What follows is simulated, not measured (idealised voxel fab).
The following process module bears the name voxel gate over fins.
This is section cut - it's 250 nm across, gridded in 5 nm square cells.
The cross-sections in this document take the form of a grid made of square cells. They are written out as bands, in order from top to bottom. Each band consists of one or more rows of cells. Band entry format. Leading values: height of top, height of bottom, nm. Remainder: materials in left-to-right order, each with its width in nm. Special words: "full width" on a single material, which then fills the band edge to edge; "air", empty space. Measure heights from 0. That's the level where, below it, the as-received wafer is all one material. The lowest band is bottomless and extends downward; write it as in "z 0 and below". A width such as "30->40" changes by the same amount from each row of cells to the next, from the band's top row to its bottom row. Any step labelled "all unchanged" changed none of the cells in the cross-section. "Closed void catalog" enumerates empty spaces isolated from the top, with no open way to it, that contain at least 8 cells, giving each as width x height at distance from the left edge, all three in nm. Past the settings on a step's line: simulator remark, on that step. The setting "overlay nm" may be written on the line of a step. When the step uses a mask, the value reports how far to the right of the planned place the mask lay, and a negative value reports that it lay to the left.

Below is the list of planned process steps:
1 RECEIVE with material Si
2 CONFORMAL_DEP with material SiN, thk nm 5
3 MASKED_ETCH with tone cover, mask id FINS, width nm 15, pitch nm 60, etch materials SiN, depth nm 5, overlay nm 0
4 MASKED_ETCH with tone cover, mask id FINS, width nm 15, pitch nm 60, etch materials Si, depth nm 40, overlay nm 0
5 OXIDIZE with depth nm 5
6 FILL_DEP with material SiO2, thk nm 10
7 CMP with height nm 5
8 DIRECTIONAL_DEP with material aC, thk nm 10
9 PATTERN with tone open, mask id RAIL, material resist, width nm 15, thk nm 30, overlay nm 0
10 DIRECTIONAL_ETCH with etch materials aC, depth nm 10
11 STRIP with etch materials resist
12 DIRECTIONAL_ETCH with etch materials SiO2, depth nm 40
13 STRIP with etch materials aC
14 CONFORMAL_DEP with material TiN, thk nm 5
15 FILL_DEP with material W, thk nm 10
16 CMP with height nm 5
17 SELECTIVE_ETCH with etch materials W Ru TiN, depth nm 25
18 FILL_DEP with material SiO2, thk nm 5
19 CMP with height nm 5
20 SELECTIVE_ETCH with etch materials SiO2, depth nm 15
21 STRIP with etch materials SiN
22 CONFORMAL_DEP with material HfO2, thk nm 5
23 CONFORMAL_DEP with material TiN, thk nm 5
24 CONFORMAL_DEP with material TiAl, thk nm 5
25 CONFORMAL_DEP with material TiN, thk nm 5
26 FILL_DEP with material W, thk nm 10
27 CMP with height nm 25
28 CONFORMAL_DEP with material SiN, thk nm 10

Received-state cross-section, reflecting completion of step 1:
* z 0 and below  Si full width
* Closed void catalog: none

The first of two wafers, cross-sectioned at the end of the module, with the run proceeding as planned:
* z 35 to 25  SiN full width
* z 25 to 20  W full width
* z 20 to 15  40 W  45 TiN  15 W  45 TiN  15 W  45 TiN  45 W
* z 15 to 10  40 W  5 TiN  35 TiAl  5 TiN  15 W  5 TiN  35 TiAl  5 TiN  15 W  5 TiN  35 TiAl  5 TiN  45 W
* z 10 to 5  45 TiN  5 TiAl  25 TiN  5 TiAl  25 TiN  5 TiAl  25 TiN  5 TiAl  25 TiN  5 TiAl  25 TiN  5 TiAl  50 TiN
* z 5 to 0  50 TiAl  5 TiN  15 HfO2  5 TiN  35 TiAl  5 TiN  15 HfO2  5 TiN  35 TiAl  5 TiN  15 HfO2  5 TiN  55 TiAl
* z 0 to -5  55 TiN  5 HfO2  5 Si  5 HfO2  45 TiN  5 HfO2  5 Si  5 HfO2  45 TiN  5 HfO2  5 Si  5 HfO2  60 TiN
* z -5 to -10  60 HfO2  5 Si  55 HfO2  5 Si  55 HfO2  5 Si  65 HfO2
* z -10 to -20  60 SiO2  5 Si  55 SiO2  5 Si  55 SiO2  5 Si  65 SiO2
* z -20 to -30  60 SiO2  5 Si  20 SiO2  5 TiN  5 W  5 TiN  20 SiO2  5 Si  55 SiO2  5 Si  65 SiO2
* z -30 to -35  60 SiO2  5 Si  20 SiO2  15 TiN  20 SiO2  5 Si  55 SiO2  5 Si  65 SiO2
* z -35 to -45  60 SiO2  5 Si  55 SiO2  5 Si  55 SiO2  5 Si  65 SiO2
* z -45 and below  Si full width
* Closed void catalog: none

Cross-sectional image of the second wafer of the two following completion of the module. Starting state and process plan were the same as for the first wafer; one execution error occurred:
* z 35 to 25  SiN full width
* z 25 to 20  W full width
* z 20 to 15  40 W  45 TiN  15 W  45 TiN  15 W  45 TiN  45 W
* z 15 to 10  40 W  5 TiN  35 TiAl  5 TiN  15 W  5 TiN  35 TiAl  5 TiN  15 W  5 TiN  35 TiAl  5 TiN  45 W
* z 10 to 5  45 TiN  5 TiAl  25 HfO2  5 TiAl  25 TiN  5 TiAl  25 HfO2  5 TiAl  25 TiN  5 TiAl  25 HfO2  5 TiAl  50 TiN
* z 5 to 0  50 TiAl  5 HfO2  15 TiN  5 HfO2  35 TiAl  5 HfO2  15 TiN  5 HfO2  35 TiAl  5 HfO2  15 TiN  5 HfO2  55 TiAl
* z 0 to -5  55 HfO2  5 TiN  5 Si  5 TiN  45 HfO2  5 TiN  5 Si  5 TiN  45 HfO2  5 TiN  5 Si  5 TiN  60 HfO2
* z -5 to -10  60 TiN  5 Si  55 TiN  5 Si  55 TiN  5 Si  65 TiN
* z -10 to -20  60 SiO2  5 Si  55 SiO2  5 Si  55 SiO2  5 Si  65 SiO2
* z -20 to -30  60 SiO2  5 Si  20 SiO2  5 TiN  5 W  5 TiN  20 SiO2  5 Si  55 SiO2  5 Si  65 SiO2
* z -30 to -35  60 SiO2  5 Si  20 SiO2  15 TiN  20 SiO2  5 Si  55 SiO2  5 Si  65 SiO2
* z -35 to -45  60 SiO2  5 Si  55 SiO2  5 Si  55 SiO2  5 Si  65 SiO2
* z -45 and below  Si full width
* Closed void catalog: none
What went wrong in running the wafer? steps 22 and 23 swapped
at the end the second wafer has, in cells: as many of each material as the first, in other places
